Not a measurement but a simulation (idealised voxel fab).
process module | voxel wiring stack
Cross-section cut: width 250 nm, square cells of 5 nm.
Throughout this document, each cross-section is represented as a grid of square cells and is presented as a sequence of bands enumerated from the top downward, where a band comprises one or more rows of cells. What a band's entry tells you: where the top is and where the bottom is, as heights in nm, and after that what lies inside, material by material from left to right, each with its width in nm. Empty space is written as the word "empty", and a single material marked with the word "everywhere" occupies the band from edge to edge. Heights are reckoned from 0. Under this level, the received wafer is all of one material. The bottommost band is open-ended downward, for example "top 0, no bottom". The width entry "30..40" should be interpreted row by row: the top row of cells in the band takes the first number, the bottom row takes the second number, and the change between adjacent rows is uniform throughout. No cell of the cross-section changed in a step that is given as "remained the same". For the entry "Unvented voids", the listed items are empty spaces with no open way to the top whose size is 8 cells or more; each item follows the pattern width x height at distance, where distance is from the left edge and all three are in nm. Formally, on a step line, whatever follows the settings is a remark that the simulator itself makes on the step. overlay nm: on a step with a mask, how far right of its planned place the mask lay; negative means left.

## Steps in the process plan
1) RECEIVE (material Si)
2) CONFORMAL_DEP (material SiO2; thk nm 10)
3) DIRECTIONAL_DEP (material TiN; thk nm 5)
4) DIRECTIONAL_DEP (material W; thk nm 25)
5) PATTERN (tone cover; mask id METAL_1; material resist; width nm 30; pitch nm 55; thk nm 20; overlay nm 0)
6) DIRECTIONAL_ETCH (etch materials W; depth nm 25)
7) DIRECTIONAL_ETCH (etch materials TiN; depth nm 5)
8) STRIP (etch materials resist)
9) CONFORMAL_DEP (material SiN; thk nm 5)
10) FILL_DEP (material SiO2; thk nm 10)
11) CMP (height nm 40)
12) CONFORMAL_DEP (material SiCN; thk nm 5)
13) DIRECTIONAL_DEP (material SiO2; thk nm 30)
14) PATTERN (tone open; mask id METAL_2_HOLES; material resist; width nm 15; pitch nm 55; thk nm 20; overlay nm 0)
15) DIRECTIONAL_ETCH (etch materials SiO2; depth nm 30)
16) STRIP (etch materials resist)
17) PATTERN (tone open; mask id METAL_2; material resist; width nm 30; pitch nm 55; thk nm 20; overlay nm 0)
18) DIRECTIONAL_ETCH (etch materials SiO2; depth nm 20)
19) DIRECTIONAL_ETCH (etch materials SiCN; depth nm 5)
20) STRIP (etch materials resist)
21) CONFORMAL_DEP (material TiN; thk nm 5)
22) FILL_DEP (material Ru; thk nm 5)
23) CMP (height nm 75)
24) CONFORMAL_DEP (material SiCN; thk nm 5)
25) DIRECTIONAL_DEP (material SiO2; thk nm 35)
26) MASKED_ETCH (tone open; mask id METAL_3_HOLES; width nm 15; pitch nm 55; etch materials SiO2; depth nm 35; overlay nm 0)
27) MASKED_ETCH (tone open; mask id METAL_3; width nm 30; pitch nm 55; etch materials SiO2; depth nm 20; overlay nm 0)
28) MASKED_ETCH (tone open; mask id METAL_3; width nm 30; pitch nm 55; etch materials SiCN; depth nm 5; overlay nm 0)
29) CONFORMAL_DEP (material TiN; thk nm 5)
30) FILL_DEP (material Cu; thk nm 10)
31) CMP (height nm 115)
32) CONFORMAL_DEP (material SiCN; thk nm 5)

## Cross-section, incoming material, after step 1
> top 0, no bottom  Si everywhere
> Unvented voids: none

## Cross-section, first of two wafers, end of module, run as planned
> top 120, bottom 115  SiCN everywhere
> top 115, bottom 100  SiO2: 80; TiN: 5; Cu: 20; TiN: 5; SiO2: 25; TiN: 5; Cu: 20; TiN: 5; SiO2: 85
> top 100, bottom 95  SiO2: 80; TiN: 5; Cu: 5; TiN: 20; SiO2: 25; TiN: 5; Cu: 5; TiN: 20; SiO2: 85
> top 95, bottom 80  SiO2: 80; TiN: 5; Cu: 5; TiN: 5; SiO2: 40; TiN: 5; Cu: 5; TiN: 5; SiO2: 100
> top 80, bottom 75  SiCN: 80; TiN: 15; SiCN: 40; TiN: 15; SiCN: 100
> top 75, bottom 60  SiO2: 80; TiN: 5; Ru: 20; TiN: 5; SiO2: 25; TiN: 5; Ru: 20; TiN: 5; SiO2: 85
> top 60, bottom 55  SiO2: 80; TiN: 5; Ru: 5; TiN: 20; SiO2: 25; TiN: 5; Ru: 5; TiN: 20; SiO2: 85
> top 55, bottom 45  SiO2: 80; TiN: 5; Ru: 5; TiN: 5; SiO2: 40; TiN: 5; Ru: 5; TiN: 5; SiO2: 100
> top 45, bottom 40  SiCN: 80; TiN: 15; SiCN: 40; TiN: 15; SiCN: 100
> top 40, bottom 15  SiO2: 75; SiN: 5; W: 30; SiN: 5; SiO2: 15; SiN: 5; W: 30; SiN: 5; SiO2: 80
> top 15, bottom 10  SiN: 80; TiN: 30; SiN: 25; TiN: 30; SiN: 85
> top 10, bottom 0  SiO2 everywhere
> top 0, no bottom  Si everywhere
> Unvented voids: none

## Here's the second of our two wafers sectioned at module end. Same start as the first, same plan, but one mistake got made running it
> top 120, bottom 115  SiCN everywhere
> top 115, bottom 100  SiO2: 80; TiN: 5; Cu: 20; TiN: 5; SiO2: 25; TiN: 5; Cu: 20; TiN: 5; SiO2: 85
> top 100, bottom 95  SiO2: 80; TiN: 5; Cu: 5; TiN: 20; SiO2: 25; TiN: 5; Cu: 5; TiN: 20; SiO2: 85
> top 95, bottom 80  SiO2: 80; TiN: 5; Cu: 5; TiN: 5; SiO2: 40; TiN: 5; Cu: 5; TiN: 5; SiO2: 100
> top 80, bottom 75  SiCN: 80; TiN: 15; SiCN: 40; TiN: 15; SiCN: 100
> top 75, bottom 60  SiO2: 80; TiN: 5; Ru: 20; TiN: 5; SiO2: 25; TiN: 5; Ru: 20; TiN: 5; SiO2: 85
> top 60, bottom 55  SiO2: 80; TiN: 5; Ru: 5; TiN: 20; SiO2: 25; TiN: 5; Ru: 5; TiN: 20; SiO2: 85
> top 55, bottom 45  SiO2: 80; TiN: 5; Ru: 5; TiN: 5; SiO2: 40; TiN: 5; Ru: 5; TiN: 5; SiO2: 100
> top 45, bottom 40  SiCN: 80; TiN: 15; SiCN: 40; TiN: 15; SiCN: 100
> top 40, bottom 15  SiO2: 80; SiN: 5; W: 25; SiN: 5; SiO2: 20; SiN: 5; W: 25; SiN: 5; SiO2: 80
> top 15, bottom 10  SiN: 85; TiN: 25; SiN: 30; TiN: 25; SiN: 85
> top 10, bottom 0  SiO2 everywhere
> top 0, no bottom  Si everywhere
> Unvented voids: none
What broke from the plan during processing? step 5 changed vs plan, executed as PATTERN (tone cover; mask id METAL_1; material resist; width nm 25; pitch nm 55; thk nm 20; overlay nm 0)
End check, counted in cells, second wafer has more or fewer of these materials than the first: 2 more of SiN, 10 more of SiO2, 2 fewer of TiN, 10 fewer of W
